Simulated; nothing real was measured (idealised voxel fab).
This is a process module. Its name is voxel wiring stack.
We display cut, a cross-section 140 nm in width whose square cells are each 5 nm.
Cross-section = grid of square cells, listed top down in bands; band = one or more rows.
This entry defines a band. It first specifies the height of the band's top and the height of its bottom in nm, and then specifies the band's materials from left to right, stating each material with its width in nm. The word "edge to edge" identifies a single material that fills the band from edge to edge, while the word "air" identifies empty space.
Basically, 0 is our baseline, since under it the wafer straight out of the box is all one material. The bottom band has no lower end and keeps on going down, so it looks like "0 down".
Width: "30..40" (first number = top row, second number = bottom row, same change from row to row of cells).
Where a step carries "nothing got changed", the cross-section came out of it unchanged, cell for cell.
"Entrapped void list" specifies each empty space that is not open to the top and that occupies no fewer than 8 cells, using the form width x height at distance, the distance measured from the left edge and all three quantities in nm.
Post-settings text on a step line: simulator's own remark regarding the step.
Each step line may optionally specify "overlay nm", which for a step with a mask gives the rightward distance between the mask's planned place and where it lay, a negative value indicating the leftward direction.
Pairs ahead. Before: cross-section ahead of one process step. After: cross-section once the step is done, shown to the lowest changed band only. Under each pair: that step, with settings. Caution: pairs may come from different runs of this module on the same starting wafer; a pair follows the pair above only where its "State before step" entry says so.

### State before step
	0 down | Si edge to edge
	Entrapped void list: none

### Post-Step Section View
	10 to 0 | SiO2 edge to edge
	For the remainder of the cross-section, below 0, there is no change.
	Entrapped void list: none
Processing between the before and after sections above: op CONFORMAL_DEP | material SiO2 | thk nm 10

State before step: look at the pair above, its after cross-section is where this step starts.

### Post-Step Section View
	15 to 10 | TiN edge to edge
	For the remainder of the cross-section, below 10, there is no change.
	Entrapped void list: none
Processing between the before and after sections above: op DIRECTIONAL_DEP | material TiN | thk nm 5

State before step: look at the pair above, its after cross-section is where this step starts.

### Post-Step Section View
	35 to 15 | W edge to edge
	For the remainder of the cross-section, below 15, there is no change.
	Entrapped void list: none
Processing between the before and after sections above: op DIRECTIONAL_DEP | material W | thk nm 20

State before step: look at the pair above, its after cross-section is where this step starts.

### Post-Step Section View
	50 to 35 | air 30 nm | resist 25 nm | air 30 nm | resist 25 nm | air 30 nm
	For the remainder of the cross-section, below 35, there is no change.
	Entrapped void list: none
Processing between the before and after sections above: op PATTERN | tone cover | mask id METAL_1 | material resist | width nm 25 | pitch nm 55 | thk nm 15 | overlay nm 0

State before step: look at the pair above, its after cross-section is where this step starts.

### Post-Step Section View
	50 to 35 | air 30 nm | resist 25 nm | air 30 nm | resist 25 nm | air 30 nm
	35 to 15 | air 30 nm | W 25 nm | air 30 nm | W 25 nm | air 30 nm
	For the remainder of the cross-section, below 15, there is no change.
	Entrapped void list: none
Processing between the before and after sections above: op DIRECTIONAL_ETCH | etch materials W | depth nm 20

State before step: look at the pair above, its after cross-section is where this step starts.

### Post-Step Section View
	50 to 35 | air 30 nm | resist 25 nm | air 30 nm | resist 25 nm | air 30 nm
	35 to 15 | air 30 nm | W 25 nm | air 30 nm | W 25 nm | air 30 nm
	15 to 10 | air 30 nm | TiN 25 nm | air 30 nm | TiN 25 nm | air 30 nm
	For the remainder of the cross-section, below 10, there is no change.
	Entrapped void list: none
Processing between the before and after sections above: op DIRECTIONAL_ETCH | etch materials TiN | depth nm 5

State before step: look at the pair above, its after cross-section is where this step starts.

### Post-Step Section View
	35 to 15 | air 30 nm | W 25 nm | air 30 nm | W 25 nm | air 30 nm
	For the remainder of the cross-section, below 15, there is no change.
	Entrapped void list: none
Processing between the before and after sections above: op STRIP | etch materials resist

State before step: look at the pair above, its after cross-section is where this step starts.

### Post-Step Section View
	40 to 35 | air 25 nm | SiCN 35 nm | air 20 nm | SiCN 35 nm | air 25 nm
	35 to 15 | air 25 nm | SiCN 5 nm | W 25 nm | SiCN 5 nm | air 20 nm | SiCN 5 nm | W 25 nm | SiCN 5 nm | air 25 nm
	15 to 10 | SiCN 30 nm | TiN 25 nm | SiCN 30 nm | TiN 25 nm | SiCN 30 nm
	For the remainder of the cross-section, below 10, there is no change.
	Entrapped void list: none
Processing between the before and after sections above: op CONFORMAL_DEP | material SiCN | thk nm 5

State before step: look at the pair above, its after cross-section is where this step starts.

### Post-Step Section View
	45 to 40 | lowk edge to edge
	40 to 35 | lowk 25 nm | SiCN 35 nm | lowk 20 nm | SiCN 35 nm | lowk 25 nm
	35 to 15 | lowk 25 nm | SiCN 5 nm | W 25 nm | SiCN 5 nm | lowk 20 nm | SiCN 5 nm | W 25 nm | SiCN 5 nm | lowk 25 nm
	For the remainder of the cross-section, below 15, there is no change.
	Entrapped void list: none
Processing between the before and after sections above: op FILL_DEP | material lowk | thk nm 5

State before step: look at the pair above, its after cross-section is where this step starts.

### Post-Step Section View
	35 to 15 | lowk 25 nm | SiCN 5 nm | W 25 nm | SiCN 5 nm | lowk 20 nm | SiCN 5 nm | W 25 nm | SiCN 5 nm | lowk 25 nm
	For the remainder of the cross-section, below 15, there is no change.
	Entrapped void list: none
Processing between the before and after sections above: op CMP | height nm 35

State before step: look at the pair above, its after cross-section is where this step starts.

### Post-Step Section View
	40 to 35 | SiCN edge to edge
	For the remainder of the cross-section, below 35, there is no change.
	Entrapped void list: none
Processing between the before and after sections above: op CONFORMAL_DEP | material SiCN | thk nm 5

State before step: look at the pair above, its after cross-section is where this step starts.

### Post-Step Section View
	60 to 40 | lowk edge to edge
	For the remainder of the cross-section, below 40, there is no change.
	Entrapped void list: none
Processing between the before and after sections above: op DIRECTIONAL_DEP | material lowk | thk nm 20

State before step: look at the pair above, its after cross-section is where this step starts.

### Post-Step Section View
	75 to 60 | resist 30 nm | air 15 nm | resist 40 nm | air 15 nm | resist 40 nm
	For the remainder of the cross-section, below 60, there is no change.
	Entrapped void list: none
Processing between the before and after sections above: op PATTERN | tone open | mask id PLUG_1 | material resist | width nm 15 | pitch nm 55 | thk nm 15 | overlay nm 0

State before step: look at the pair above, its after cross-section is where this step starts.

### Post-Step Section View
	75 to 60 | resist 30 nm | air 15 nm | resist 40 nm | air 15 nm | resist 40 nm
	60 to 40 | lowk 30 nm | air 15 nm | lowk 40 nm | air 15 nm | lowk 40 nm
	For the remainder of the cross-section, below 40, there is no change.
	Entrapped void list: none
Processing between the before and after sections above: op DIRECTIONAL_ETCH | etch materials lowk | depth nm 20

State before step: look at the pair above, its after cross-section is where this step starts.

### Post-Step Section View
	75 to 60 | resist 30 nm | air 15 nm | resist 40 nm | air 15 nm | resist 40 nm
	60 to 40 | lowk 30 nm | air 15 nm | lowk 40 nm | air 15 nm | lowk 40 nm
	40 to 35 | SiCN 30 nm | air 15 nm | SiCN 40 nm | air 15 nm | SiCN 40 nm
	For the remainder of the cross-section, below 35, there is no change.
	Entrapped void list: none
Processing between the before and after sections above: op DIRECTIONAL_ETCH | etch materials SiCN | depth nm 5

State before step: look at the pair above, its after cross-section is where this step starts.

### Post-Step Section View
	60 to 40 | lowk 30 nm | air 15 nm | lowk 40 nm | air 15 nm | lowk 40 nm
	For the remainder of the cross-section, below 40, there is no change.
	Entrapped void list: none
Processing between the before and after sections above: op STRIP | etch materials resist

State before step: look at the pair above, its after cross-section is where this step starts.

### Post-Step Section View
	65 to 60 | TiN 35 nm | air 5 nm | TiN 50 nm | air 5 nm | TiN 45 nm
	60 to 40 | lowk 30 nm | TiN 5 nm | air 5 nm | TiN 5 nm | lowk 40 nm | TiN 5 nm | air 5 nm | TiN 5 nm | lowk 40 nm
	40 to 35 | SiCN 30 nm | TiN 15 nm | SiCN 40 nm | TiN 15 nm | SiCN 40 nm
	For the remainder of the cross-section, below 35, there is no change.
	Entrapped void list: none
Processing between the before and after sections above: op CONFORMAL_DEP | material TiN | thk nm 5

State before step: look at the pair above, its after cross-section is where this step starts.

### Post-Step Section View
	70 to 65 | Cu edge to edge
	65 to 60 | TiN 35 nm | Cu 5 nm | TiN 50 nm | Cu 5 nm | TiN 45 nm
	60 to 40 | lowk 30 nm | TiN 5 nm | Cu 5 nm | TiN 5 nm | lowk 40 nm | TiN 5 nm | Cu 5 nm | TiN 5 nm | lowk 40 nm
	For the remainder of the cross-section, below 40, there is no change.
	Entrapped void list: none
Processing between the before and after sections above: op FILL_DEP | material Cu | thk nm 5

State before step: look at the pair above, its after cross-section is where this step starts.

### Post-Step Section View
	60 to 40 | lowk 30 nm | TiN 5 nm | Cu 5 nm | TiN 5 nm | lowk 40 nm | TiN 5 nm | Cu 5 nm | TiN 5 nm | lowk 40 nm
	For the remainder of the cross-section, below 40, there is no change.
	Entrapped void list: none
Processing between the before and after sections above: op CMP | height nm 60

State before step: look at the pair above, its after cross-section is where this step starts.

### Post-Step Section View
	65 to 60 | TiN edge to edge
	For the remainder of the cross-section, below 60, there is no change.
	Entrapped void list: none
Processing between the before and after sections above: op DIRECTIONAL_DEP | material TiN | thk nm 5

State before step: look at the pair above, its after cross-section is where this step starts.

### Post-Step Section View
	85 to 65 | Ru edge to edge
	For the remainder of the cross-section, below 65, there is no change.
	Entrapped void list: none
Processing between the before and after sections above: op DIRECTIONAL_DEP | material Ru | thk nm 20

State before step: look at the pair above, its after cross-section is where this step starts.

### Post-Step Section View
	105 to 85 | air 30 nm | resist 25 nm | air 30 nm | resist 25 nm | air 30 nm
	For the remainder of the cross-section, below 85, there is no change.
	Entrapped void list: none
Processing between the before and after sections above: op PATTERN | tone cover | mask id METAL_2 | material resist | width nm 25 | pitch nm 55 | thk nm 20 | overlay nm 0

State before step: look at the pair above, its after cross-section is where this step starts.

### Post-Step Section View
	105 to 85 | air 30 nm | resist 25 nm | air 30 nm | resist 25 nm | air 30 nm
	85 to 65 | air 30 nm | Ru 25 nm | air 30 nm | Ru 25 nm | air 30 nm
	For the remainder of the cross-section, below 65, there is no change.
	Entrapped void list: none
Processing between the before and after sections above: op DIRECTIONAL_ETCH | etch materials Ru | depth nm 20

State before step: look at the pair above, its after cross-section is where this step starts.

### Post-Step Section View
	105 to 85 | air 30 nm | resist 25 nm | air 30 nm | resist 25 nm | air 30 nm
	85 to 65 | air 30 nm | Ru 25 nm | air 30 nm | Ru 25 nm | air 30 nm
	65 to 60 | air 30 nm | TiN 25 nm | air 30 nm | TiN 25 nm | air 30 nm
	For the remainder of the cross-section, below 60, there is no change.
	Entrapped void list: none
Processing between the before and after sections above: op DIRECTIONAL_ETCH | etch materials TiN | depth nm 5

State before step: look at the pair above, its after cross-section is where this step starts.

### Post-Step Section View
	85 to 65 | air 30 nm | Ru 25 nm | air 30 nm | Ru 25 nm | air 30 nm
	For the remainder of the cross-section, below 65, there is no change.
	Entrapped void list: none
Processing between the before and after sections above: op STRIP | etch materials resist

State before step: look at the pair above, its after cross-section is where this step starts.

### Post-Step Section View
	90 to 85 | air 25 nm | SiCN 35 nm | air 20 nm | SiCN 35 nm | air 25 nm
	85 to 65 | air 25 nm | SiCN 5 nm | Ru 25 nm | SiCN 5 nm | air 20 nm | SiCN 5 nm | Ru 25 nm | SiCN 5 nm | air 25 nm
	65 to 60 | SiCN 30 nm | TiN 25 nm | SiCN 30 nm | TiN 25 nm | SiCN 30 nm
	For the remainder of the cross-section, below 60, there is no change.
	Entrapped void list: none
Processing between the before and after sections above: op CONFORMAL_DEP | material SiCN | thk nm 5

State before step: look at the pair above, its after cross-section is where this step starts.

### Post-Step Section View
	100 to 90 | SiO2 edge to edge
	90 to 85 | SiO2 25 nm | SiCN 35 nm | SiO2 20 nm | SiCN 35 nm | SiO2 25 nm
	85 to 65 | SiO2 25 nm | SiCN 5 nm | Ru 25 nm | SiCN 5 nm | SiO2 20 nm | SiCN 5 nm | Ru 25 nm | SiCN 5 nm | SiO2 25 nm
	For the remainder of the cross-section, below 65, there is no change.
	Entrapped void list: none
Processing between the before and after sections above: op FILL_DEP | material SiO2 | thk nm 10

State before step: look at the pair above, its after cross-section is where this step starts.

### Post-Step Section View
	85 to 65 | SiO2 25 nm | SiCN 5 nm | Ru 25 nm | SiCN 5 nm | SiO2 20 nm | SiCN 5 nm | Ru 25 nm | SiCN 5 nm | SiO2 25 nm
	For the remainder of the cross-section, below 65, there is no change.
	Entrapped void list: none
Processing between the before and after sections above: op CMP | height nm 85

State before step: look at the pair above, its after cross-section is where this step starts.

### Post-Step Section View
	90 to 85 | SiCN edge to edge
	For the remainder of the cross-section, below 85, there is no change.
	Entrapped void list: none
Processing between the before and after sections above: op CONFORMAL_DEP | material SiCN | thk nm 5

State before step: look at the pair above, its after cross-section is where this step starts.

### Post-Step Section View
	125 to 90 | lowk edge to edge
	For the remainder of the cross-section, below 90, there is no change.
	Entrapped void list: none
Processing between the before and after sections above: op DIRECTIONAL_DEP | material lowk | thk nm 35

State before step: look at the pair above, its after cross-section is where this step starts.

### Post-Step Section View
	135 to 125 | aC edge to edge
	For the remainder of the cross-section, below 125, there is no change.
	Entrapped void list: none
Processing between the before and after sections above: op DIRECTIONAL_DEP | material aC | thk nm 10

State before step: look at the pair above, its after cross-section is where this step starts.

### Post-Step Section View
	160 to 135 | resist 30 nm | air 15 nm | resist 95 nm
	For the remainder of the cross-section, below 135, there is no change.
	Entrapped void list: none
Processing between the before and after sections above: op PATTERN | tone open | mask id METAL_3_HOLES | material resist | width nm 15 | thk nm 25 | overlay nm 0

State before step: look at the pair above, its after cross-section is where this step starts.

### Post-Step Section View
	150 to 135 | resist 30 nm | air 15 nm | resist 95 nm
	135 to 125 | aC 30 nm | air 15 nm | aC 95 nm
	For the remainder of the cross-section, below 125, there is no change.
	Entrapped void list: none
Processing between the before and after sections above: op DIRECTIONAL_ETCH | etch materials aC | depth nm 10

State before step: look at the pair above, its after cross-section is where this step starts.

### Post-Step Section View
	135 to 125 | aC 30 nm | air 15 nm | aC 95 nm
	For the remainder of the cross-section, below 125, there is no change.
	Entrapped void list: none
Processing between the before and after sections above: op STRIP | etch materials resist

State before step: look at the pair above, its after cross-section is where this step starts.

### Post-Step Section View
	135 to 125 | aC 30 nm | air 15 nm | aC 95 nm
	125 to 90 | lowk 30 nm | air 15 nm | lowk 95 nm
	For the remainder of the cross-section, below 90, there is no change.
	Entrapped void list: none
Processing between the before and after sections above: op DIRECTIONAL_ETCH | etch materials lowk | depth nm 35

State before step: look at the pair above, its after cross-section is where this step starts.

### Post-Step Section View
	125 to 90 | lowk 30 nm | air 15 nm | lowk 95 nm
	For the remainder of the cross-section, below 90, there is no change.
	Entrapped void list: none
Processing between the before and after sections above: op STRIP | etch materials aC

State before step: look at the pair above, its after cross-section is where this step starts.

### Post-Step Section View
	140 to 125 | resist 30 nm | air 25 nm | resist 30 nm | air 25 nm | resist 30 nm
	For the remainder of the cross-section, below 125, there is no change.
	Entrapped void list: none
Processing between the before and after sections above: op PATTERN | tone open | mask id METAL_3 | material resist | width nm 25 | pitch nm 55 | thk nm 15 | overlay nm 0

State before step: look at the pair above, its after cross-section is where this step starts.

### Post-Step Section View
	140 to 125 | resist 30 nm | air 25 nm | resist 30 nm | air 25 nm | resist 30 nm
	125 to 105 | lowk 30 nm | air 25 nm | lowk 30 nm | air 25 nm | lowk 30 nm
	For the remainder of the cross-section, below 105, there is no change.
	Entrapped void list: none
Processing between the before and after sections above: op DIRECTIONAL_ETCH | etch materials lowk | depth nm 20

State before step: look at the pair above, its after cross-section is where this step starts.

### Post-Step Section View
	140 to 125 | resist 30 nm | air 25 nm | resist 30 nm | air 25 nm | resist 30 nm
	125 to 105 | lowk 30 nm | air 25 nm | lowk 30 nm | air 25 nm | lowk 30 nm
	105 to 90 | lowk 30 nm | air 15 nm | lowk 95 nm
	90 to 85 | SiCN 30 nm | air 15 nm | SiCN 95 nm
	For the remainder of the cross-section, below 85, there is no change.
	Entrapped void list: none
Processing between the before and after sections above: op DIRECTIONAL_ETCH | etch materials SiCN | depth nm 5

State before step: look at the pair above, its after cross-section is where this step starts.

### Post-Step Section View
	125 to 105 | lowk 30 nm | air 25 nm | lowk 30 nm | air 25 nm | lowk 30 nm
	For the remainder of the cross-section, below 105, there is no change.
	Entrapped void list: none
Processing between the before and after sections above: op STRIP | etch materials resist

State before step: look at the pair above, its after cross-section is where this step starts.

### Post-Step Section View
	130 to 125 | TiN 35 nm | air 15 nm | TiN 40 nm | air 15 nm | TiN 35 nm
	125 to 110 | lowk 30 nm | TiN 5 nm | air 15 nm | TiN 5 nm | lowk 30 nm | TiN 5 nm | air 15 nm | TiN 5 nm | lowk 30 nm
	110 to 105 | lowk 30 nm | TiN 5 nm | air 5 nm | TiN 15 nm | lowk 30 nm | TiN 25 nm | lowk 30 nm
	105 to 90 | lowk 30 nm | TiN 5 nm | air 5 nm | TiN 5 nm | lowk 95 nm
	90 to 85 | SiCN 30 nm | TiN 15 nm | SiCN 95 nm
	For the remainder of the cross-section, below 85, there is no change.
	Entrapped void list: none
Processing between the before and after sections above: op CONFORMAL_DEP | material TiN | thk nm 5

State before step: look at the pair above, its after cross-section is where this step starts.

### Post-Step Section View
	140 to 130 | Cu edge to edge
	130 to 125 | TiN 35 nm | Cu 15 nm | TiN 40 nm | Cu 15 nm | TiN 35 nm
	125 to 110 | lowk 30 nm | TiN 5 nm | Cu 15 nm | TiN 5 nm | lowk 30 nm | TiN 5 nm | Cu 15 nm | TiN 5 nm | lowk 30 nm
	110 to 105 | lowk 30 nm | TiN 5 nm | Cu 5 nm | TiN 15 nm | lowk 30 nm | TiN 25 nm | lowk 30 nm
	105 to 90 | lowk 30 nm | TiN 5 nm | Cu 5 nm | TiN 5 nm | lowk 95 nm
	For the remainder of the cross-section, below 90, there is no change.
	Entrapped void list: none
Processing between the before and after sections above: op FILL_DEP | material Cu | thk nm 10

State before step: look at the pair above, its after cross-section is where this step starts.

### Post-Step Section View
	125 to 110 | lowk 30 nm | TiN 5 nm | Cu 15 nm | TiN 5 nm | lowk 30 nm | TiN 5 nm | Cu 15 nm | TiN 5 nm | lowk 30 nm
	For the remainder of the cross-section, below 110, there is no change.
	Entrapped void list: none
Processing between the before and after sections above: op CMP | height nm 125

State before step: look at the pair above, its after cross-section is where this step starts.

### Post-Step Section View
	130 to 125 | SiCN edge to edge
	For the remainder of the cross-section, below 125, there is no change.
	Entrapped void list: none
Processing between the before and after sections above: op CONFORMAL_DEP | material SiCN | thk nm 5

### State before step
	0 down | Si edge to edge
	Entrapped void list: none

### Post-Step Section View
	5 to 0 | TiN edge to edge
	For the remainder of the cross-section, below 0, there is no change.
	Entrapped void list: none
Processing between the before and after sections above: op DIRECTIONAL_DEP | material TiN | thk nm 5

State before step: look at the pair above, its after cross-section is where this step starts.

### Post-Step Section View
	25 to 5 | W edge to edge
	For the remainder of the cross-section, below 5, there is no change.
	Entrapped void list: none
Processing between the before and after sections above: op DIRECTIONAL_DEP | material W | thk nm 20

State before step: look at the pair above, its after cross-section is where this step starts.

### Post-Step Section View
	40 to 25 | air 30 nm | resist 25 nm | air 30 nm | resist 25 nm | air 30 nm
	For the remainder of the cross-section, below 25, there is no change.
	Entrapped void list: none
Processing between the before and after sections above: op PATTERN | tone cover | mask id METAL_1 | material resist | width nm 25 | pitch nm 55 | thk nm 15 | overlay nm 0

State before step: look at the pair above, its after cross-section is where this step starts.

### Post-Step Section View
	40 to 25 | air 30 nm | resist 25 nm | air 30 nm | resist 25 nm | air 30 nm
	25 to 5 | air 30 nm | W 25 nm | air 30 nm | W 25 nm | air 30 nm
	For the remainder of the cross-section, below 5, there is no change.
	Entrapped void list: none
Processing between the before and after sections above: op DIRECTIONAL_ETCH | etch materials W | depth nm 20

State before step: look at the pair above, its after cross-section is where this step starts.

### Post-Step Section View
	40 to 25 | air 30 nm | resist 25 nm | air 30 nm | resist 25 nm | air 30 nm
	25 to 5 | air 30 nm | W 25 nm | air 30 nm | W 25 nm | air 30 nm
	5 to 0 | air 30 nm | TiN 25 nm | air 30 nm | TiN 25 nm | air 30 nm
	For the remainder of the cross-section, below 0, there is no change.
	Entrapped void list: none
Processing between the before and after sections above: op DIRECTIONAL_ETCH | etch materials TiN | depth nm 5

State before step: look at the pair above, its after cross-section is where this step starts.

### Post-Step Section View
	25 to 5 | air 30 nm | W 25 nm | air 30 nm | W 25 nm | air 30 nm
	For the remainder of the cross-section, below 5, there is no change.
	Entrapped void list: none
Processing between the before and after sections above: op STRIP | etch materials resist

State before step: look at the pair above, its after cross-section is where this step starts.

### Post-Step Section View
	30 to 25 | air 25 nm | SiCN 35 nm | air 20 nm | SiCN 35 nm | air 25 nm
	25 to 5 | air 25 nm | SiCN 5 nm | W 25 nm | SiCN 5 nm | air 20 nm | SiCN 5 nm | W 25 nm | SiCN 5 nm | air 25 nm
	5 to 0 | SiCN 30 nm | TiN 25 nm | SiCN 30 nm | TiN 25 nm | SiCN 30 nm
	For the remainder of the cross-section, below 0, there is no change.
	Entrapped void list: none
Processing between the before and after sections above: op CONFORMAL_DEP | material SiCN | thk nm 5

State before step: look at the pair above, its after cross-section is where this step starts.

### Post-Step Section View
	35 to 30 | lowk edge to edge
	30 to 25 | lowk 25 nm | SiCN 35 nm | lowk 20 nm | SiCN 35 nm | lowk 25 nm
	25 to 5 | lowk 25 nm | SiCN 5 nm | W 25 nm | SiCN 5 nm | lowk 20 nm | SiCN 5 nm | W 25 nm | SiCN 5 nm | lowk 25 nm
	For the remainder of the cross-section, below 5, there is no change.
	Entrapped void list: none
Processing between the before and after sections above: op FILL_DEP | material lowk | thk nm 5

State before step: look at the pair above, its after cross-section is where this step starts.

### Post-Step Section View
	40 to 35 | SiCN edge to edge
	For the remainder of the cross-section, below 35, there is no change.
	Entrapped void list: none
Processing between the before and after sections above: op CONFORMAL_DEP | material SiCN | thk nm 5

State before step: look at the pair above, its after cross-section is where this step starts.

### Post-Step Section View
	60 to 40 | lowk edge to edge
	For the remainder of the cross-section, below 40, there is no change.
	Entrapped void list: none
Processing between the before and after sections above: op DIRECTIONAL_DEP | material lowk | thk nm 20

State before step: look at the pair above, its after cross-section is where this step starts.

### Post-Step Section View
	75 to 60 | resist 30 nm | air 15 nm | resist 40 nm | air 15 nm | resist 40 nm
	For the remainder of the cross-section, below 60, there is no change.
	Entrapped void list: none
Processing between the before and after sections above: op PATTERN | tone open | mask id PLUG_1 | material resist | width nm 15 | pitch nm 55 | thk nm 15 | overlay nm 0

State before step: look at the pair above, its after cross-section is where this step starts.

### Post-Step Section View
	75 to 60 | resist 30 nm | air 15 nm | resist 40 nm | air 15 nm | resist 40 nm
	60 to 40 | lowk 30 nm | air 15 nm | lowk 40 nm | air 15 nm | lowk 40 nm
	For the remainder of the cross-section, below 40, there is no change.
	Entrapped void list: none
Processing between the before and after sections above: op DIRECTIONAL_ETCH | etch materials lowk | depth nm 20

State before step: look at the pair above, its after cross-section is where this step starts.

### Post-Step Section View
	75 to 60 | resist 30 nm | air 15 nm | resist 40 nm | air 15 nm | resist 40 nm
	60 to 40 | lowk 30 nm | air 15 nm | lowk 40 nm | air 15 nm | lowk 40 nm
	40 to 35 | SiCN 30 nm | air 15 nm | SiCN 40 nm | air 15 nm | SiCN 40 nm
	For the remainder of the cross-section, below 35, there is no change.
	Entrapped void list: none
Processing between the before and after sections above: op DIRECTIONAL_ETCH | etch materials SiCN | depth nm 5

State before step: look at the pair above, its after cross-section is where this step starts.

### Post-Step Section View
	60 to 40 | lowk 30 nm | air 15 nm | lowk 40 nm | air 15 nm | lowk 40 nm
	For the remainder of the cross-section, below 40, there is no change.
	Entrapped void list: none
Processing between the before and after sections above: op STRIP | etch materials resist

State before step: look at the pair above, its after cross-section is where this step starts.

### Post-Step Section View
	65 to 60 | TiN 35 nm | air 5 nm | TiN 50 nm | air 5 nm | TiN 45 nm
	60 to 40 | lowk 30 nm | TiN 5 nm | air 5 nm | TiN 5 nm | lowk 40 nm | TiN 5 nm | air 5 nm | TiN 5 nm | lowk 40 nm
	40 to 35 | SiCN 30 nm | TiN 15 nm | SiCN 40 nm | TiN 15 nm | SiCN 40 nm
	For the remainder of the cross-section, below 35, there is no change.
	Entrapped void list: none
Processing between the before and after sections above: op CONFORMAL_DEP | material TiN | thk nm 5

State before step: look at the pair above, its after cross-section is where this step starts.

### Post-Step Section View
	70 to 65 | Cu edge to edge
	65 to 60 | TiN 35 nm | Cu 5 nm | TiN 50 nm | Cu 5 nm | TiN 45 nm
	60 to 40 | lowk 30 nm | TiN 5 nm | Cu 5 nm | TiN 5 nm | lowk 40 nm | TiN 5 nm | Cu 5 nm | TiN 5 nm | lowk 40 nm
	For the remainder of the cross-section, below 40, there is no change.
	Entrapped void list: none
Processing between the before and after sections above: op FILL_DEP | material Cu | thk nm 5

State before step: look at the pair above, its after cross-section is where this step starts.

### Post-Step Section View
	60 to 40 | lowk 30 nm | TiN 5 nm | Cu 5 nm | TiN 5 nm | lowk 40 nm | TiN 5 nm | Cu 5 nm | TiN 5 nm | lowk 40 nm
	For the remainder of the cross-section, below 40, there is no change.
	Entrapped void list: none
Processing between the before and after sections above: op CMP | height nm 60

State before step: look at the pair above, its after cross-section is where this step starts.

### Post-Step Section View
	65 to 60 | TiN edge to edge
	For the remainder of the cross-section, below 60, there is no change.
	Entrapped void list: none
Processing between the before and after sections above: op DIRECTIONAL_DEP | material TiN | thk nm 5

State before step: look at the pair above, its after cross-section is where this step starts.

### Post-Step Section View
	85 to 65 | Ru edge to edge
	For the remainder of the cross-section, below 65, there is no change.
	Entrapped void list: none
Processing between the before and after sections above: op DIRECTIONAL_DEP | material Ru | thk nm 20

State before step: look at the pair above, its after cross-section is where this step starts.

### Post-Step Section View
	105 to 85 | air 30 nm | resist 25 nm | air 30 nm | resist 25 nm | air 30 nm
	For the remainder of the cross-section, below 85, there is no change.
	Entrapped void list: none
Processing between the before and after sections above: op PATTERN | tone cover | mask id METAL_2 | material resist | width nm 25 | pitch nm 55 | thk nm 20 | overlay nm 0

State before step: look at the pair above, its after cross-section is where this step starts.

### Post-Step Section View
	105 to 85 | air 30 nm | resist 25 nm | air 30 nm | resist 25 nm | air 30 nm
	85 to 65 | air 30 nm | Ru 25 nm | air 30 nm | Ru 25 nm | air 30 nm
	For the remainder of the cross-section, below 65, there is no change.
	Entrapped void list: none
Processing between the before and after sections above: op DIRECTIONAL_ETCH | etch materials Ru | depth nm 20

State before step: look at the pair above, its after cross-section is where this step starts.

### Post-Step Section View
	105 to 85 | air 30 nm | resist 25 nm | air 30 nm | resist 25 nm | air 30 nm
	85 to 65 | air 30 nm | Ru 25 nm | air 30 nm | Ru 25 nm | air 30 nm
	65 to 60 | air 30 nm | TiN 25 nm | air 30 nm | TiN 25 nm | air 30 nm
	For the remainder of the cross-section, below 60, there is no change.
	Entrapped void list: none
Processing between the before and after sections above: op DIRECTIONAL_ETCH | etch materials TiN | depth nm 5

State before step: look at the pair above, its after cross-section is where this step starts.

### Post-Step Section View
	85 to 65 | air 30 nm | Ru 25 nm | air 30 nm | Ru 25 nm | air 30 nm
	For the remainder of the cross-section, below 65, there is no change.
	Entrapped void list: none
Processing between the before and after sections above: op STRIP | etch materials resist

State before step: look at the pair above, its after cross-section is where this step starts.

### Post-Step Section View
	90 to 85 | air 25 nm | SiCN 35 nm | air 20 nm | SiCN 35 nm | air 25 nm
	85 to 65 | air 25 nm | SiCN 5 nm | Ru 25 nm | SiCN 5 nm | air 20 nm | SiCN 5 nm | Ru 25 nm | SiCN 5 nm | air 25 nm
	65 to 60 | SiCN 30 nm | TiN 25 nm | SiCN 30 nm | TiN 25 nm | SiCN 30 nm
	For the remainder of the cross-section, below 60, there is no change.
	Entrapped void list: none
Processing between the before and after sections above: op CONFORMAL_DEP | material SiCN | thk nm 5

State before step: look at the pair above, its after cross-section is where this step starts.

### Post-Step Section View
	100 to 90 | SiO2 edge to edge
	90 to 85 | SiO2 25 nm | SiCN 35 nm | SiO2 20 nm | SiCN 35 nm | SiO2 25 nm
	85 to 65 | SiO2 25 nm | SiCN 5 nm | Ru 25 nm | SiCN 5 nm | SiO2 20 nm | SiCN 5 nm | Ru 25 nm | SiCN 5 nm | SiO2 25 nm
	For the remainder of the cross-section, below 65, there is no change.
	Entrapped void list: none
Processing between the before and after sections above: op FILL_DEP | material SiO2 | thk nm 10

State before step: look at the pair above, its after cross-section is where this step starts.

### Post-Step Section View
	85 to 65 | SiO2 25 nm | SiCN 5 nm | Ru 25 nm | SiCN 5 nm | SiO2 20 nm | SiCN 5 nm | Ru 25 nm | SiCN 5 nm | SiO2 25 nm
	For the remainder of the cross-section, below 65, there is no change.
	Entrapped void list: none
Processing between the before and after sections above: op CMP | height nm 85

State before step: look at the pair above, its after cross-section is where this step starts.

### Post-Step Section View
	90 to 85 | SiCN edge to edge
	For the remainder of the cross-section, below 85, there is no change.
	Entrapped void list: none
Processing between the before and after sections above: op CONFORMAL_DEP | material SiCN | thk nm 5

State before step: look at the pair above, its after cross-section is where this step starts.

### Post-Step Section View
	125 to 90 | lowk edge to edge
	For the remainder of the cross-section, below 90, there is no change.
	Entrapped void list: none
Processing between the before and after sections above: op DIRECTIONAL_DEP | material lowk | thk nm 35

State before step: look at the pair above, its after cross-section is where this step starts.

### Post-Step Section View
	135 to 125 | aC edge to edge
	For the remainder of the cross-section, below 125, there is no change.
	Entrapped void list: none
Processing between the before and after sections above: op DIRECTIONAL_DEP | material aC | thk nm 10

State before step: look at the pair above, its after cross-section is where this step starts.

### Post-Step Section View
	160 to 135 | resist 30 nm | air 15 nm | resist 95 nm
	For the remainder of the cross-section, below 135, there is no change.
	Entrapped void list: none
Processing between the before and after sections above: op PATTERN | tone open | mask id METAL_3_HOLES | material resist | width nm 15 | thk nm 25 | overlay nm 0

State before step: look at the pair above, its after cross-section is where this step starts.

### Post-Step Section View
	150 to 135 | resist 30 nm | air 15 nm | resist 95 nm
	135 to 125 | aC 30 nm | air 15 nm | aC 95 nm
	For the remainder of the cross-section, below 125, there is no change.
	Entrapped void list: none
Processing between the before and after sections above: op DIRECTIONAL_ETCH | etch materials aC | depth nm 10

State before step: look at the pair above, its after cross-section is where this step starts.

### Post-Step Section View
	135 to 125 | aC 30 nm | air 15 nm | aC 95 nm
	For the remainder of the cross-section, below 125, there is no change.
	Entrapped void list: none
Processing between the before and after sections above: op STRIP | etch materials resist
